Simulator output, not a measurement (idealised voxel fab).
The process module that follows is named voxel capacitor over wiring.
Square cell edge 5 nm, section width 300 nm, ID cut.
When this document writes out a cross-section, it uses a grid of square cells and lists it as bands, beginning at the top and moving down, with a band standing for one or more rows of cells. Basically the band line says how high the top is and how high the bottom is, in nm, and then what's in it from left to right, every material with its width in nm. Empty space shows up as "empty", and if a single material carries "full width" it runs the full band edge to edge. Heights are expressed relative to 0, this being the level below which the as-received wafer comprises one material exclusively. The lowest band is unbounded in the downward direction and is denoted as in "top 0, no bottom". The width entry "30 to 40" should be interpreted row by row: the top row of cells in the band takes the first number, the bottom row takes the second number, and the change between adjacent rows is uniform throughout. Take "stayed the same" at face value: in the step it is given for, the cross-section changed in none of its cells. In "Voids, fully enclosed" the enclosed voids are listed, meaning empty spaces of 8 cells or larger without any opening to the top. The form is width x height at distance, distance from the left edge, units nm. Note: text after step settings on the step line = simulator remark on that step. You can add "overlay nm" to a step's line. For a step with a mask, it describes how far the mask lay to the right of its planned position, and a negative number describes a lay to the left. Guide to the pairs. Each holds a before and an after cross-section around one process step; the after cross-section is cut off at the lowest band that changed. Look under the pair for the step between them and its settings. Pairs can come from different runs of this module on the same starting wafer, so a pair follows on from the one above it only where its entry headed "State on entry" says it does.
**State on entry**
  top 0, no bottom = Si full width
  Voids, fully enclosed: none
**After the Step**
  top 10, bottom 0 = SiO2 full width
  All layers under 0 are left as they were.
  Voids, fully enclosed: none
Can you say which step sits between the two cross-sections above? CONFORMAL_DEP with material SiO2, thk nm 10
State on entry: unchanged from the after cross-section in the pair immediately above; refer to that figure.
**After the Step**
  top 15, bottom 10 = SiCN full width
  All layers under 10 are left as they were.
  Voids, fully enclosed: none
Can you say which step sits between the two cross-sections above? CONFORMAL_DEP with material SiCN, thk nm 5
State on entry: unchanged from the after cross-section in the pair immediately above; refer to that figure.
**After the Step**
  top 40, bottom 15 = lowk full width
  All layers under 15 are left as they were.
  Voids, fully enclosed: none
Can you say which step sits between the two cross-sections above? DIRECTIONAL_DEP with material lowk, thk nm 25
State on entry: unchanged from the after cross-section in the pair immediately above; refer to that figure.
**After the Step**
  top 40, bottom 15 = lowk 85 / empty 30 / lowk 70 / empty 30 / lowk 85
  All layers under 15 are left as they were.
  Voids, fully enclosed: none
Can you say which step sits between the two cross-sections above? MASKED_ETCH with tone open, mask id METAL_1, width nm 30, pitch nm 100, etch materials lowk, depth nm 25, overlay nm 0
State on entry: unchanged from the after cross-section in the pair immediately above; refer to that figure.
**After the Step**
  top 40, bottom 15 = lowk 85 / empty 30 / lowk 70 / empty 30 / lowk 85
  top 15, bottom 10 = SiCN 85 / empty 30 / SiCN 70 / empty 30 / SiCN 85
  All layers under 10 are left as they were.
  Voids, fully enclosed: none
Can you say which step sits between the two cross-sections above? MASKED_ETCH with tone open, mask id METAL_1, width nm 30, pitch nm 100, etch materials SiCN, depth nm 5, overlay nm 0
State on entry: unchanged from the after cross-section in the pair immediately above; refer to that figure.
**After the Step**
  top 45, bottom 40 = TiN 90 / empty 20 / TiN 80 / empty 20 / TiN 90
  top 40, bottom 15 = lowk 85 / TiN 5 / empty 20 / TiN 5 / lowk 70 / TiN 5 / empty 20 / TiN 5 / lowk 85
  top 15, bottom 10 = SiCN 85 / TiN 30 / SiCN 70 / TiN 30 / SiCN 85
  All layers under 10 are left as they were.
  Voids, fully enclosed: none
Can you say which step sits between the two cross-sections above? CONFORMAL_DEP with material TiN, thk nm 5
State on entry: unchanged from the after cross-section in the pair immediately above; refer to that figure.
**After the Step**
  top 50, bottom 45 = Cu full width
  top 45, bottom 40 = TiN 90 / Cu 20 / TiN 80 / Cu 20 / TiN 90
  top 40, bottom 15 = lowk 85 / TiN 5 / Cu 20 / TiN 5 / lowk 70 / TiN 5 / Cu 20 / TiN 5 / lowk 85
  All layers under 15 are left as they were.
  Voids, fully enclosed: none
Can you say which step sits between the two cross-sections above? FILL_DEP with material Cu, thk nm 5
State on entry: unchanged from the after cross-section in the pair immediately above; refer to that figure.
**After the Step**
  top 40, bottom 15 = lowk 85 / TiN 5 / Cu 20 / TiN 5 / lowk 70 / TiN 5 / Cu 20 / TiN 5 / lowk 85
  All layers under 15 are left as they were.
  Voids, fully enclosed: none
Can you say which step sits between the two cross-sections above? CMP with height nm 40
State on entry: unchanged from the after cross-section in the pair immediately above; refer to that figure.
**After the Step**
  top 45, bottom 40 = empty 80 / Ru 40 / empty 60 / Ru 40 / empty 80
  All layers under 40 are left as they were.
  Voids, fully enclosed: none
Can you say which step sits between the two cross-sections above? EPI with material Ru, thk nm 5
State on entry: unchanged from the after cross-section in the pair immediately above; refer to that figure.
**After the Step**
  top 50, bottom 45 = SiCN full width
  top 45, bottom 40 = SiCN 80 / Ru 40 / SiCN 60 / Ru 40 / SiCN 80
  All layers under 40 are left as they were.
  Voids, fully enclosed: none
Can you say which step sits between the two cross-sections above? FILL_DEP with material SiCN, thk nm 5
State on entry: unchanged from the after cross-section in the pair immediately above; refer to that figure.
**After the Step**
  top 60, bottom 50 = lowk full width
  All layers under 50 are left as they were.
  Voids, fully enclosed: none
Can you say which step sits between the two cross-sections above? DIRECTIONAL_DEP with material lowk, thk nm 10
State on entry: unchanged from the after cross-section in the pair immediately above; refer to that figure.
**After the Step**
  top 75, bottom 60 = aC full width
  All layers under 60 are left as they were.
  Voids, fully enclosed: none
Can you say which step sits between the two cross-sections above? DIRECTIONAL_DEP with material aC, thk nm 15
State on entry: unchanged from the after cross-section in the pair immediately above; refer to that figure.
**After the Step**
  top 110, bottom 75 = resist 100 / empty 15 / resist 185
  All layers under 75 are left as they were.
  Voids, fully enclosed: none
Can you say which step sits between the two cross-sections above? PATTERN with tone open, mask id PLUG_1, material resist, width nm 15, thk nm 35, overlay nm 0
State on entry: unchanged from the after cross-section in the pair immediately above; refer to that figure.
**After the Step**
  top 95, bottom 75 = resist 100 / empty 15 / resist 185
  top 75, bottom 60 = aC 100 / empty 15 / aC 185
  All layers under 60 are left as they were.
  Voids, fully enclosed: none
Can you say which step sits between the two cross-sections above? DIRECTIONAL_ETCH with etch materials aC, depth nm 15
State on entry: unchanged from the after cross-section in the pair immediately above; refer to that figure.
**After the Step**
  top 75, bottom 60 = aC 100 / empty 15 / aC 185
  All layers under 60 are left as they were.
  Voids, fully enclosed: none
Can you say which step sits between the two cross-sections above? STRIP with etch materials resist
State on entry: unchanged from the after cross-section in the pair immediately above; refer to that figure.
**After the Step**
  top 75, bottom 60 = aC 100 / empty 15 / aC 185
  top 60, bottom 50 = lowk 100 / empty 15 / lowk 185
  All layers under 50 are left as they were.
  Voids, fully enclosed: none
Can you say which step sits between the two cross-sections above? DIRECTIONAL_ETCH with etch materials lowk, depth nm 10
State on entry: unchanged from the after cross-section in the pair immediately above; refer to that figure.
**After the Step**
  top 75, bottom 60 = aC 100 / empty 15 / aC 185
  top 60, bottom 50 = lowk 100 / empty 15 / lowk 185
  top 50, bottom 45 = SiCN 100 / empty 15 / SiCN 185
  All layers under 45 are left as they were.
  Voids, fully enclosed: none
Can you say which step sits between the two cross-sections above? DIRECTIONAL_ETCH with etch materials SiCN, depth nm 5
State on entry: unchanged from the after cross-section in the pair immediately above; refer to that figure.
**After the Step**
  top 60, bottom 50 = lowk 100 / empty 15 / lowk 185
  All layers under 50 are left as they were.
  Voids, fully enclosed: none
Can you say which step sits between the two cross-sections above? STRIP with etch materials aC
State on entry: unchanged from the after cross-section in the pair immediately above; refer to that figure.
**After the Step**
  top 60, bottom 55 = lowk 100 / empty 15 / lowk 185
  top 55, bottom 50 = lowk 100 / Ru 15 / lowk 185
  top 50, bottom 45 = SiCN 100 / Ru 15 / SiCN 185
  All layers under 45 are left as they were.
  Voids, fully enclosed: none
Can you say which step sits between the two cross-sections above? EPI with material Ru, thk nm 10
State on entry: unchanged from the after cross-section in the pair immediately above; refer to that figure.
**After the Step**
  top 60, bottom 50 = lowk 100 / Ru 15 / lowk 185
  All layers under 50 are left as they were.
  Voids, fully enclosed: none
Can you say which step sits between the two cross-sections above? EPI with material Ru, thk nm 5
State on entry: unchanged from the after cross-section in the pair immediately above; refer to that figure.
**After the Step**
  top 65, bottom 60 = TiN full width
  All layers under 60 are left as they were.
  Voids, fully enclosed: none
Can you say which step sits between the two cross-sections above? DIRECTIONAL_DEP with material TiN, thk nm 5
State on entry: unchanged from the after cross-section in the pair immediately above; refer to that figure.
**After the Step**
  top 70, bottom 65 = SiN full width
  All layers under 65 are left as they were.
  Voids, fully enclosed: none
Can you say which step sits between the two cross-sections above? DIRECTIONAL_DEP with material SiN, thk nm 5
State on entry: unchanged from the after cross-section in the pair immediately above; refer to that figure.
**After the Step**
  top 75, bottom 70 = TiN full width
  All layers under 70 are left as they were.
  Voids, fully enclosed: none
Can you say which step sits between the two cross-sections above? DIRECTIONAL_DEP with material TiN, thk nm 5
State on entry: unchanged from the after cross-section in the pair immediately above; refer to that figure.
**After the Step**
  top 90, bottom 75 = aC full width
  All layers under 75 are left as they were.
  Voids, fully enclosed: none
Can you say which step sits between the two cross-sections above? DIRECTIONAL_DEP with material aC, thk nm 15
State on entry: unchanged from the after cross-section in the pair immediately above; refer to that figure.
**After the Step**
  top 120, bottom 90 = empty 100 / resist 75 / empty 125
  All layers under 90 are left as they were.
  Voids, fully enclosed: none
Can you say which step sits between the two cross-sections above? PATTERN with tone cover, mask id UPPER_PLATE, material resist, width nm 75, thk nm 30, overlay nm 0
State on entry: unchanged from the after cross-section in the pair immediately above; refer to that figure.
**After the Step**
  top 105, bottom 90 = empty 100 / resist 75 / empty 125
  top 90, bottom 75 = empty 100 / aC 75 / empty 125
  All layers under 75 are left as they were.
  Voids, fully enclosed: none
Can you say which step sits between the two cross-sections above? DIRECTIONAL_ETCH with etch materials aC, depth nm 15
State on entry: unchanged from the after cross-section in the pair immediately above; refer to that figure.
**After the Step**
  top 90, bottom 75 = empty 100 / aC 75 / empty 125
  All layers under 75 are left as they were.
  Voids, fully enclosed: none
Can you say which step sits between the two cross-sections above? STRIP with etch materials resist
State on entry: unchanged from the after cross-section in the pair immediately above; refer to that figure.
**After the Step**
  top 90, bottom 75 = empty 100 / aC 75 / empty 125
  top 75, bottom 70 = empty 100 / TiN 75 / empty 125
  All layers under 70 are left as they were.
  Voids, fully enclosed: none
Can you say which step sits between the two cross-sections above? DIRECTIONAL_ETCH with etch materials TiN, depth nm 5
State on entry: unchanged from the after cross-section in the pair immediately above; refer to that figure.
**After the Step**
  top 90, bottom 75 = empty 100 / aC 75 / empty 125
  top 75, bottom 70 = empty 100 / TiN 75 / empty 125
  top 70, bottom 65 = empty 100 / SiN 75 / empty 125
  All layers under 65 are left as they were.
  Voids, fully enclosed: none
Can you say which step sits between the two cross-sections above? DIRECTIONAL_ETCH with etch materials SiN, depth nm 5
State on entry: unchanged from the after cross-section in the pair immediately above; refer to that figure.
**After the Step**
  top 75, bottom 70 = empty 100 / TiN 75 / empty 125
  All layers under 70 are left as they were.
  Voids, fully enclosed: none
Can you say which step sits between the two cross-sections above? STRIP with etch materials aC
State on entry: unchanged from the after cross-section in the pair immediately above; refer to that figure.
**After the Step**
  top 90, bottom 80 = empty 100 / aC 75 / empty 125
  top 80, bottom 75 = aC full width
  top 75, bottom 70 = aC 100 / TiN 75 / aC 125
  top 70, bottom 65 = aC 100 / SiN 75 / aC 125
  All layers under 65 are left as they were.
  Voids, fully enclosed: none
Can you say which step sits between the two cross-sections above? DIRECTIONAL_DEP with material aC, thk nm 15
State on entry: unchanged from the after cross-section in the pair immediately above; refer to that figure.
**After the Step**
  top 125, bottom 90 = empty 95 / resist 85 / empty 120
  top 90, bottom 80 = empty 95 / resist 5 / aC 75 / resist 5 / empty 120
  All layers under 80 are left as they were.
  Voids, fully enclosed: none
Can you say which step sits between the two cross-sections above? PATTERN with tone cover, mask id LOWER_PLATE, material resist, width nm 85, thk nm 35, overlay nm 0
State on entry: unchanged from the after cross-section in the pair immediately above; refer to that figure.
**After the Step**
  top 110, bottom 90 = empty 95 / resist 85 / empty 120
  top 90, bottom 80 = empty 95 / resist 5 / aC 75 / resist 5 / empty 120
  top 80, bottom 75 = empty 95 / aC 85 / empty 120
  top 75, bottom 70 = empty 95 / aC 5 / TiN 75 / aC 5 / empty 120
  top 70, bottom 65 = empty 95 / aC 5 / SiN 75 / aC 5 / empty 120
  All layers under 65 are left as they were.
  Voids, fully enclosed: none
Can you say which step sits between the two cross-sections above? DIRECTIONAL_ETCH with etch materials aC, depth nm 15
State on entry: unchanged from the after cross-section in the pair immediately above; refer to that figure.
**After the Step**
  top 90, bottom 80 = empty 100 / aC 75 / empty 125
  All layers under 80 are left as they were.
  Voids, fully enclosed: none
Can you say which step sits between the two cross-sections above? STRIP with etch materials resist
State on entry: unchanged from the after cross-section in the pair immediately above; refer to that figure.
**After the Step**
  top 90, bottom 80 = empty 100 / aC 75 / empty 125
  top 80, bottom 75 = empty 95 / aC 85 / empty 120
  top 75, bottom 70 = empty 95 / aC 5 / TiN 75 / aC 5 / empty 120
  top 70, bottom 65 = empty 95 / aC 5 / SiN 75 / aC 5 / empty 120
  top 65, bottom 60 = empty 95 / TiN 85 / empty 120
  All layers under 60 are left as they were.
  Voids, fully enclosed: none
Can you say which step sits between the two cross-sections above? DIRECTIONAL_ETCH with etch materials TiN, depth nm 5
State on entry: unchanged from the after cross-section in the pair immediately above; refer to that figure.
**After the Step**
  top 75, bottom 70 = empty 100 / TiN 75 / empty 125
  top 70, bottom 65 = empty 100 / SiN 75 / empty 125
  All layers under 65 are left as they were.
  Voids, fully enclosed: none
Can you say which step sits between the two cross-sections above? STRIP with etch materials aC
State on entry: unchanged from the after cross-section in the pair immediately above; refer to that figure.
**After the Step**
  top 90, bottom 75 = SiO2 full width
  top 75, bottom 70 = SiO2 100 / TiN 75 / SiO2 125
  top 70, bottom 65 = SiO2 100 / SiN 75 / SiO2 125
  top 65, bottom 60 = SiO2 95 / TiN 85 / SiO2 120
  All layers under 60 are left as they were.
  Voids, fully enclosed: none
Can you say which step sits between the two cross-sections above? FILL_DEP with material SiO2, thk nm 15
State on entry: unchanged from the after cross-section in the pair immediately above; refer to that figure.
**After the Step**
  top 85, bottom 75 = SiO2 full width
  All layers under 75 are left as they were.
  Voids, fully enclosed: none
Can you say which step sits between the two cross-sections above? CMP with height nm 85
State on entry: unchanged from the after cross-section in the pair immediately above; refer to that figure.
**After the Step**
  top 100, bottom 85 = aC full width
  All layers under 85 are left as they were.
  Voids, fully enclosed: none
Can you say which step sits between the two cross-sections above? DIRECTIONAL_DEP with material aC, thk nm 15
State on entry: unchanged from the after cross-section in the pair immediately above; refer to that figure.
**After the Step**
  top 135, bottom 100 = resist 110 / empty 15 / resist 175
  All layers under 100 are left as they were.
  Voids, fully enclosed: none
Can you say which step sits between the two cross-sections above? PATTERN with tone open, mask id PLUG_2, material resist, width nm 15, thk nm 35, overlay nm 0
State on entry: unchanged from the after cross-section in the pair immediately above; refer to that figure.
**After the Step**
  top 120, bottom 100 = resist 110 / empty 15 / resist 175
  top 100, bottom 85 = aC 110 / empty 15 / aC 175
  All layers under 85 are left as they were.
  Voids, fully enclosed: none
Can you say which step sits between the two cross-sections above? DIRECTIONAL_ETCH with etch materials aC, depth nm 15
State on entry: unchanged from the after cross-section in the pair immediately above; refer to that figure.
**After the Step**
  top 100, bottom 85 = aC 110 / empty 15 / aC 175
  All layers under 85 are left as they were.
  Voids, fully enclosed: none
Can you say which step sits between the two cross-sections above? STRIP with etch materials resist
State on entry: unchanged from the after cross-section in the pair immediately above; refer to that figure.
**After the Step**
  top 100, bottom 85 = aC 110 / empty 15 / aC 175
  top 85, bottom 75 = SiO2 110 / empty 15 / SiO2 175
  All layers under 75 are left as they were.
  Voids, fully enclosed: none
Can you say which step sits between the two cross-sections above? DIRECTIONAL_ETCH with etch materials SiO2, depth nm 10
State on entry: unchanged from the after cross-section in the pair immediately above; refer to that figure.
**After the Step**
  top 85, bottom 75 = SiO2 110 / empty 15 / SiO2 175
  All layers under 75 are left as they were.
  Voids, fully enclosed: none
Can you say which step sits between the two cross-sections above? STRIP with etch materials aC
State on entry: unchanged from the after cross-section in the pair immediately above; refer to that figure.
**After the Step**
  top 90, bottom 85 = TiN 115 / empty 5 / TiN 180
  top 85, bottom 80 = SiO2 110 / TiN 5 / empty 5 / TiN 5 / SiO2 175
  top 80, bottom 70 = SiO2 110 to 100 / TiN 15 to 75 / SiO2 175 to 125
  All layers under 70 are left as they were.
  Voids, fully enclosed: none
Can you say which step sits between the two cross-sections above? CONFORMAL_DEP with material TiN, thk nm 5
State on entry: unchanged from the after cross-section in the pair immediately above; refer to that figure.
**After the Step**
  top 100, bottom 90 = Cu full width
  top 90, bottom 85 = TiN 115 / Cu 5 / TiN 180
  top 85, bottom 80 = SiO2 110 / TiN 5 / Cu 5 / TiN 5 / SiO2 175
  All layers under 80 are left as they were.
  Voids, fully enclosed: none
Can you say which step sits between the two cross-sections above? FILL_DEP with material Cu, thk nm 10
State on entry: unchanged from the after cross-section in the pair immediately above; refer to that figure.
**After the Step**
  top 85, bottom 80 = SiO2 110 / TiN 5 / Cu 5 / TiN 5 / SiO2 175
  All layers under 80 are left as they were.
  Voids, fully enclosed: none
Can you say which step sits between the two cross-sections above? CMP with height nm 85
State on entry: unchanged from the after cross-section in the pair immediately above; refer to that figure.
**After the Step**
  top 90, bottom 85 = SiCN full width
  All layers under 85 are left as they were.
  Voids, fully enclosed: none
Can you say which step sits between the two cross-sections above? CONFORMAL_DEP with material SiCN, thk nm 5
**State on entry**
  top 60, bottom 50 = lowk 100 / empty 15 / lowk 185
  top 50, bottom 45 = SiCN 100 / empty 15 / SiCN 185
  top 45, bottom 40 = SiCN 80 / Ru 40 / SiCN 60 / Ru 40 / SiCN 80
  top 40, bottom 15 = lowk 85 / TiN 5 / Cu 20 / TiN 5 / lowk 70 / TiN 5 / Cu 20 / TiN 5 / lowk 85
  top 15, bottom 10 = SiCN 85 / TiN 30 / SiCN 70 / TiN 30 / SiCN 85
  top 10, bottom 0 = SiO2 full width
  top 0, no bottom = Si full width
  Voids, fully enclosed: none
**After the Step**
  top 60, bottom 50 = lowk 100 / empty 15 / lowk 185
  top 50, bottom 45 = SiCN 100 / Ru 15 / SiCN 185
  All layers under 45 are left as they were.
  Voids, fully enclosed: none
Can you say which step sits between the two cross-sections above? EPI with material Ru, thk nm 5
State on entry: unchanged from the after cross-section in the pair immediately above; refer to that figure.
**After the Step**
  top 65, bottom 60 = TiN 100 / empty 15 / TiN 185
  top 60, bottom 55 = lowk 100 / empty 15 / lowk 185
  top 55, bottom 50 = lowk 100 / TiN 15 / lowk 185
  All layers under 50 are left as they were.
  Voids, fully enclosed: none
Can you say which step sits between the two cross-sections above? DIRECTIONAL_DEP with material TiN, thk nm 5
State on entry: unchanged from the after cross-section in the pair immediately above; refer to that figure.
**After the Step**
  top 70, bottom 65 = SiN 100 / empty 15 / SiN 185
  top 65, bottom 60 = TiN 100 / empty 15 / TiN 185
  top 60, bottom 55 = lowk 100 / SiN 15 / lowk 185
  All layers under 55 are left as they were.
  Voids, fully enclosed: none
Can you say which step sits between the two cross-sections above? DIRECTIONAL_DEP with material SiN, thk nm 5
State on entry: unchanged from the after cross-section in the pair immediately above; refer to that figure.
**After the Step**
  top 75, bottom 70 = TiN 100 / empty 15 / TiN 185
  top 70, bottom 65 = SiN 100 / empty 15 / SiN 185
  top 65, bottom 60 = TiN full width
  All layers under 60 are left as they were.
  Voids, fully enclosed: none
Can you say which step sits between the two cross-sections above? DIRECTIONAL_DEP with material TiN, thk nm 5
State on entry: unchanged from the after cross-section in the pair immediately above; refer to that figure.
**After the Step**
  top 90, bottom 80 = aC 100 / empty 15 / aC 185
  top 80, bottom 75 = aC full width
  top 75, bottom 70 = TiN 100 / aC 15 / TiN 185
  top 70, bottom 65 = SiN 100 / aC 15 / SiN 185
  All layers under 65 are left as they were.
  Voids, fully enclosed: none
Can you say which step sits between the two cross-sections above? DIRECTIONAL_DEP with material aC, thk nm 15
State on entry: unchanged from the after cross-section in the pair immediately above; refer to that figure.
**After the Step**
  top 120, bottom 90 = empty 100 / resist 75 / empty 125
  top 90, bottom 80 = aC 100 / resist 15 / aC 185
  All layers under 80 are left as they were.
  Voids, fully enclosed: none
Can you say which step sits between the two cross-sections above? PATTERN with tone cover, mask id UPPER_PLATE, material resist, width nm 75, thk nm 30, overlay nm 0
State on entry: unchanged from the after cross-section in the pair immediately above; refer to that figure.
**After the Step**
  top 105, bottom 90 = empty 100 / resist 75 / empty 125
  top 90, bottom 80 = empty 100 / resist 15 / aC 60 / empty 125
  top 80, bottom 75 = empty 100 / aC 75 / empty 125
  All layers under 75 are left as they were.
  Voids, fully enclosed: none
Can you say which step sits between the two cross-sections above? DIRECTIONAL_ETCH with etch materials aC, depth nm 15
State on entry: unchanged from the after cross-section in the pair immediately above; refer to that figure.
**After the Step**
  top 90, bottom 80 = empty 115 / aC 60 / empty 125
  All layers under 80 are left as they were.
  Voids, fully enclosed: none
Can you say which step sits between the two cross-sections above? STRIP with etch materials resist
State on entry: unchanged from the after cross-section in the pair immediately above; refer to that figure.
**After the Step**
  top 90, bottom 80 = empty 115 / aC 60 / empty 125
  top 80, bottom 75 = empty 100 / aC 75 / empty 125
  top 75, bottom 70 = empty 100 / aC 15 / TiN 60 / empty 125
  All layers under 70 are left as they were.
  Voids, fully enclosed: none
Can you say which step sits between the two cross-sections above? DIRECTIONAL_ETCH with etch materials TiN, depth nm 5
State on entry: unchanged from the after cross-section in the pair immediately above; refer to that figure.
**After the Step**
  top 90, bottom 80 = empty 115 / aC 60 / empty 125
  top 80, bottom 75 = empty 100 / aC 75 / empty 125
  top 75, bottom 70 = empty 100 / aC 15 / TiN 60 / empty 125
  top 70, bottom 65 = empty 100 / aC 15 / SiN 60 / empty 125
  All layers under 65 are left as they were.
  Voids, fully enclosed: none
Can you say which step sits between the two cross-sections above? DIRECTIONAL_ETCH with etch materials SiN, depth nm 5
State on entry: unchanged from the after cross-section in the pair immediately above; refer to that figure.
**After the Step**
  top 75, bottom 70 = empty 115 / TiN 60 / empty 125
  top 70, bottom 65 = empty 115 / SiN 60 / empty 125
  All layers under 65 are left as they were.
  Voids, fully enclosed: none
Can you say which step sits between the two cross-sections above? STRIP with etch materials aC
State on entry: unchanged from the after cross-section in the pair immediately above; refer to that figure.
**After the Step**
  top 90, bottom 80 = empty 115 / aC 60 / empty 125
  top 80, bottom 75 = aC full width
  top 75, bottom 70 = aC 115 / TiN 60 / aC 125
  top 70, bottom 65 = aC 115 / SiN 60 / aC 125
  All layers under 65 are left as they were.
  Voids, fully enclosed: none
Can you say which step sits between the two cross-sections above? DIRECTIONAL_DEP with material aC, thk nm 15
State on entry: unchanged from the after cross-section in the pair immediately above; refer to that figure.
**After the Step**
  top 125, bottom 90 = empty 95 / resist 85 / empty 120
  top 90, bottom 80 = empty 95 / resist 20 / aC 60 / resist 5 / empty 120
  All layers under 80 are left as they were.
  Voids, fully enclosed: none
Can you say which step sits between the two cross-sections above? PATTERN with tone cover, mask id LOWER_PLATE, material resist, width nm 85, thk nm 35, overlay nm 0
State on entry: unchanged from the after cross-section in the pair immediately above; refer to that figure.
**After the Step**
  top 110, bottom 90 = empty 95 / resist 85 / empty 120
  top 90, bottom 80 = empty 95 / resist 20 / aC 60 / resist 5 / empty 120
  top 80, bottom 75 = empty 95 / aC 85 / empty 120
  top 75, bottom 70 = empty 95 / aC 20 / TiN 60 / aC 5 / empty 120
  top 70, bottom 65 = empty 95 / aC 20 / SiN 60 / aC 5 / empty 120
  All layers under 65 are left as they were.
  Voids, fully enclosed: none
Can you say which step sits between the two cross-sections above? DIRECTIONAL_ETCH with etch materials aC, depth nm 15
State on entry: unchanged from the after cross-section in the pair immediately above; refer to that figure.
**After the Step**
  top 90, bottom 80 = empty 115 / aC 60 / empty 125
  All layers under 80 are left as they were.
  Voids, fully enclosed: none
Can you say which step sits between the two cross-sections above? STRIP with etch materials resist
State on entry: unchanged from the after cross-section in the pair immediately above; refer to that figure.
**After the Step**
  top 90, bottom 80 = empty 115 / aC 60 / empty 125
  top 80, bottom 75 = empty 95 / aC 85 / empty 120
  top 75, bottom 70 = empty 95 / aC 20 / TiN 60 / aC 5 / empty 120
  top 70, bottom 65 = empty 95 / aC 20 / SiN 60 / aC 5 / empty 120
  top 65, bottom 60 = empty 95 / TiN 85 / empty 120
  All layers under 60 are left as they were.
  Voids, fully enclosed: none
Can you say which step sits between the two cross-sections above? DIRECTIONAL_ETCH with etch materials TiN, depth nm 5
State on entry: unchanged from the after cross-section in the pair immediately above; refer to that figure.
**After the Step**
  top 75, bottom 70 = empty 115 / TiN 60 / empty 125
  top 70, bottom 65 = empty 115 / SiN 60 / empty 125
  All layers under 65 are left as they were.
  Voids, fully enclosed: none
Can you say which step sits between the two cross-sections above? STRIP with etch materials aC
State on entry: unchanged from the after cross-section in the pair immediately above; refer to that figure.
**After the Step**
  top 90, bottom 75 = SiO2 full width
  top 75, bottom 70 = SiO2 115 / TiN 60 / SiO2 125
  top 70, bottom 65 = SiO2 115 / SiN 60 / SiO2 125
  top 65, bottom 60 = SiO2 95 / TiN 85 / SiO2 120
  All layers under 60 are left as they were.
  Voids, fully enclosed: none
Can you say which step sits between the two cross-sections above? FILL_DEP with material SiO2, thk nm 15
State on entry: unchanged from the after cross-section in the pair immediately above; refer to that figure.
**After the Step**
  top 85, bottom 75 = SiO2 full width
  All layers under 75 are left as they were.
  Voids, fully enclosed: none
Can you say which step sits between the two cross-sections above? CMP with height nm 85
State on entry: unchanged from the after cross-section in the pair immediately above; refer to that figure.
**After the Step**
  top 100, bottom 85 = aC full width
  All layers under 85 are left as they were.
  Voids, fully enclosed: none
Can you say which step sits between the two cross-sections above? DIRECTIONAL_DEP with material aC, thk nm 15
State on entry: unchanged from the after cross-section in the pair immediately above; refer to that figure.
**After the Step**
  top 135, bottom 100 = resist 110 / empty 15 / resist 175
  All layers under 100 are left as they were.
  Voids, fully enclosed: none
Can you say which step sits between the two cross-sections above? PATTERN with tone open, mask id PLUG_2, material resist, width nm 15, thk nm 35, overlay nm 0
State on entry: unchanged from the after cross-section in the pair immediately above; refer to that figure.
**After the Step**
  top 120, bottom 100 = resist 110 / empty 15 / resist 175
  top 100, bottom 85 = aC 110 / empty 15 / aC 175
  All layers under 85 are left as they were.
  Voids, fully enclosed: none
Can you say which step sits between the two cross-sections above? DIRECTIONAL_ETCH with etch materials aC, depth nm 15
State on entry: unchanged from the after cross-section in the pair immediately above; refer to that figure.
**After the Step**
  top 100, bottom 85 = aC 110 / empty 15 / aC 175
  All layers under 85 are left as they were.
  Voids, fully enclosed: none
Can you say which step sits between the two cross-sections above? STRIP with etch materials resist
State on entry: unchanged from the after cross-section in the pair immediately above; refer to that figure.
**After the Step**
  top 100, bottom 85 = aC 110 / empty 15 / aC 175
  top 85, bottom 75 = SiO2 110 / empty 15 / SiO2 175
  All layers under 75 are left as they were.
  Voids, fully enclosed: none
Can you say which step sits between the two cross-sections above? DIRECTIONAL_ETCH with etch materials SiO2, depth nm 10
State on entry: unchanged from the after cross-section in the pair immediately above; refer to that figure.
**After the Step**
  top 85, bottom 75 = SiO2 110 / empty 15 / SiO2 175
  All layers under 75 are left as they were.
  Voids, fully enclosed: none
Can you say which step sits between the two cross-sections above? STRIP with etch materials aC
State on entry: unchanged from the after cross-section in the pair immediately above; refer to that figure.
**After the Step**
  top 90, bottom 85 = TiN 115 / empty 5 / TiN 180
  top 85, bottom 80 = SiO2 110 / TiN 5 / empty 5 / TiN 5 / SiO2 175
  top 80, bottom 70 = SiO2 110 to 115 / TiN 15 to 60 / SiO2 175 to 125
  All layers under 70 are left as they were.
  Voids, fully enclosed: none
Can you say which step sits between the two cross-sections above? CONFORMAL_DEP with material TiN, thk nm 5
State on entry: unchanged from the after cross-section in the pair immediately above; refer to that figure.
**After the Step**
  top 100, bottom 90 = Cu full width
  top 90, bottom 85 = TiN 115 / Cu 5 / TiN 180
  top 85, bottom 80 = SiO2 110 / TiN 5 / Cu 5 / TiN 5 / SiO2 175
  All layers under 80 are left as they were.
  Voids, fully enclosed: none
Can you say which step sits between the two cross-sections above? FILL_DEP with material Cu, thk nm 10
State on entry: unchanged from the after cross-section in the pair immediately above; refer to that figure.
**After the Step**
  top 85, bottom 80 = SiO2 110 / TiN 5 / Cu 5 / TiN 5 / SiO2 175
  All layers under 80 are left as they were.
  Voids, fully enclosed: none
Can you say which step sits between the two cross-sections above? CMP with height nm 85
State on entry: unchanged from the after cross-section in the pair immediately above; refer to that figure.
**After the Step**
  top 90, bottom 85 = SiCN full width
  All layers under 85 are left as they were.
  Voids, fully enclosed: none
Can you say which step sits between the two cross-sections above? CONFORMAL_DEP with material SiCN, thk nm 5
**State on entry**
  top 60, bottom 55 = lowk 100 / empty 15 / lowk 185
  top 55, bottom 50 = lowk 100 / Ru 15 / lowk 185
  top 50, bottom 45 = SiCN 100 / Ru 15 / SiCN 185
  top 45, bottom 40 = SiCN 80 / Ru 40 / SiCN 60 / Ru 40 / SiCN 80
  top 40, bottom 15 = lowk 85 / TiN 5 / Cu 20 / TiN 5 / lowk 70 / TiN 5 / Cu 20 / TiN 5 / lowk 85
  top 15, bottom 10 = SiCN 85 / TiN 30 / SiCN 70 / TiN 30 / SiCN 85
  top 10, bottom 0 = SiO2 full width
  top 0, no bottom = Si full width
  Voids, fully enclosed: none
**After the Step**
  top 65, bottom 60 = empty 95 / Ru 25 / empty 180
  top 60, bottom 50 = lowk 100 / Ru 15 / lowk 185
  All layers under 50 are left as they were.
  Voids, fully enclosed: none
Can you say which step sits between the two cross-sections above? EPI with material Ru, thk nm 10
State on entry: unchanged from the after cross-section in the pair immediately above; refer to that figure.
**After the Step**
  top 70, bottom 60 = empty 90 / Ru 35 / empty 175
  All layers under 60 are left as they were.
  Voids, fully enclosed: none
Can you say which step sits between the two cross-sections above? EPI with material Ru, thk nm 5
State on entry: unchanged from the after cross-section in the pair immediately above; refer to that figure.
**After the Step**
  top 75, bottom 70 = empty 90 / TiN 35 / empty 175
  top 70, bottom 65 = empty 90 / Ru 35 / empty 175
  top 65, bottom 60 = TiN 90 / Ru 35 / TiN 175
  All layers under 60 are left as they were.
  Voids, fully enclosed: none
Can you say which step sits between the two cross-sections above? DIRECTIONAL_DEP with material TiN, thk nm 5
